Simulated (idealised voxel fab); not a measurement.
voxel self aligned vias: a process module
cross-section cut | 205 nm wide | cells 5 nm
Cross-section layout: square cells on a grid; listed as bands, top to bottom; a band spans one or more cell rows.
The entry gives the band's vertical extent as a top height and a bottom height in nm, then its horizontal make-up as materials from left to right, each with a width in nm. "blank" stands for empty space; a single material marked "everywhere" fills the band edge to edge.
Zero point of the height axis is 0; under it, received wafer = one material. Lowest band: continues down indefinitely, "0 and below".
A two-number width, for instance "30 to 40", indicates that the width is equal to the first number in the top row of the band and to the second number in the bottom row, and that it changes by a constant amount per row of cells.
You'll sometimes find "changes: none" written for a step, and that's the way of saying that nowhere in the cross-section did a cell change during that step.
Entry "Sealed voids". Content: empty spaces with no open connection to the top, size 8 cells or greater. Each: width x height at distance. Distance: from left edge. Unit: nm.
What comes after the settings on a step's line is commentary from the simulator itself on that step.
"overlay nm", when on a step's line for a step with a mask, measures how far to the right of its planned place the mask lay; a negative measure means to the left.
This section lists the process steps that were planned:
1) op RECEIVE | material Si
2) op CONFORMAL_DEP | material SiO2 | thk nm 10
3) op CONFORMAL_DEP | material SiCN | thk nm 5
4) op DIRECTIONAL_DEP | material lowk | thk nm 30
5) op DIRECTIONAL_DEP | material aC | thk nm 10
6) op PATTERN | tone open | mask id LINES | material resist | width nm 25 | pitch nm 60 | thk nm 25 | overlay nm 0
7) op DIRECTIONAL_ETCH | etch materials aC | depth nm 10
8) op STRIP | etch materials resist
9) op DIRECTIONAL_ETCH | etch materials lowk | depth nm 30
10) op STRIP | etch materials aC
11) op CONFORMAL_DEP | material TiN | thk nm 5
12) op FILL_DEP | material W | thk nm 5
13) op CMP | height nm 45
14) op SELECTIVE_ETCH | etch materials W Ru TiN | depth nm 10
15) op FILL_DEP | material SiN | thk nm 10
16) op CMP | height nm 45
17) op DIRECTIONAL_DEP | material lowk | thk nm 15
18) op PATTERN | tone open | mask id VIAS | material resist | width nm 45 | pitch nm 60 | thk nm 15 | overlay nm -15
19) op DIRECTIONAL_ETCH | etch materials lowk | depth nm 15
20) op DIRECTIONAL_ETCH | etch materials SiN | depth nm 10
21) op STRIP | etch materials resist
22) op CONFORMAL_DEP | material TiN | thk nm 5
23) op FILL_DEP | material Ru | thk nm 10
24) op CMP | height nm 60
25) op CONFORMAL_DEP | material SiN | thk nm 5
It is noted that the wafers described herein are identical at the outset and are distinguished by the overlay nm of step 18; the value stated in the plan corresponds to the first wafer.
The first of several wafers in cross-section, exactly as it reached us after step 1:
- 0 and below: Si everywhere
- Sealed voids: none
Cross-section, first of several wafers, end of module, after last step 25:
- 65 down to 60: SiN everywhere
- 60 down to 50: lowk 35 / TiN 5 / Ru 35 / TiN 5 / lowk 15 / TiN 5 / Ru 35 / TiN 5 / lowk 65
- 50 down to 45: lowk 35 / TiN 30 / Ru 10 / TiN 5 / lowk 15 / TiN 30 / Ru 10 / TiN 5 / lowk 65
- 45 down to 40: lowk 60 / TiN 5 / Ru 10 / TiN 5 / SiN 5 / lowk 35 / TiN 5 / Ru 10 / TiN 5 / SiN 5 / lowk 60
- 40 down to 35: lowk 60 / TiN 20 / SiN 5 / lowk 35 / TiN 20 / SiN 5 / lowk 60
- 35 down to 20: lowk 60 / TiN 5 / W 15 / TiN 5 / lowk 35 / TiN 5 / W 15 / TiN 5 / lowk 60
- 20 down to 15: lowk 60 / TiN 25 / lowk 35 / TiN 25 / lowk 60
- 15 down to 10: SiCN everywhere
- 10 down to 0: SiO2 everywhere
- 0 and below: Si everywhere
- Sealed voids: none
last wafer at the end:
- 65 down to 60: SiN everywhere
- 60 down to 50: lowk 65 / TiN 5 / Ru 35 / TiN 5 / lowk 15 / TiN 5 / Ru 35 / TiN 5 / lowk 35
- 50 down to 45: lowk 65 / TiN 5 / Ru 10 / TiN 30 / lowk 15 / TiN 5 / Ru 10 / TiN 30 / lowk 35
- 45 down to 40: lowk 60 / SiN 5 / TiN 5 / Ru 10 / TiN 5 / lowk 35 / SiN 5 / TiN 5 / Ru 10 / TiN 5 / lowk 60
- 40 down to 35: lowk 60 / SiN 5 / TiN 20 / lowk 35 / SiN 5 / TiN 20 / lowk 60
- 35 down to 20: lowk 60 / TiN 5 / W 15 / TiN 5 / lowk 35 / TiN 5 / W 15 / TiN 5 / lowk 60
- 20 down to 15: lowk 60 / TiN 25 / lowk 35 / TiN 25 / lowk 60
- 15 down to 10: SiCN everywhere
- 10 down to 0: SiO2 everywhere
- 0 and below: Si everywhere
- Sealed voids: none
The following table contains a row per wafer, in which are reported, at the conclusion of the module, the cells of each material gained (+) or lost (-) since the wafer's receipt, with its closed voids given thereafter:
overlay nm -15, +36 Ru, +41 SiCN, +45 SiN, +82 SiO2, +56 TiN, +18 W, +255 lowk, Sealed voids: none
overlay nm -10, +40 Ru, +41 SiCN, +41 SiN, +82 SiO2, +56 TiN, +18 W, +255 lowk, Sealed voids: none
overlay nm -5, +40 Ru, +41 SiCN, +41 SiN, +82 SiO2, +56 TiN, +18 W, +255 lowk, Sealed voids: none
overlay nm 0, +40 Ru, +41 SiCN, +41 SiN, +82 SiO2, +56 TiN, +18 W, +255 lowk, Sealed voids: none
overlay nm 5, +40 Ru, +41 SiCN, +41 SiN, +82 SiO2, +56 TiN, +18 W, +255 lowk, Sealed voids: none
overlay nm 10, +40 Ru, +41 SiCN, +41 SiN, +82 SiO2, +56 TiN, +18 W, +255 lowk, Sealed voids: none
overlay nm 15, +36 Ru, +41 SiCN, +45 SiN, +82 SiO2, +56 TiN, +18 W, +255 lowk, Sealed voids: none
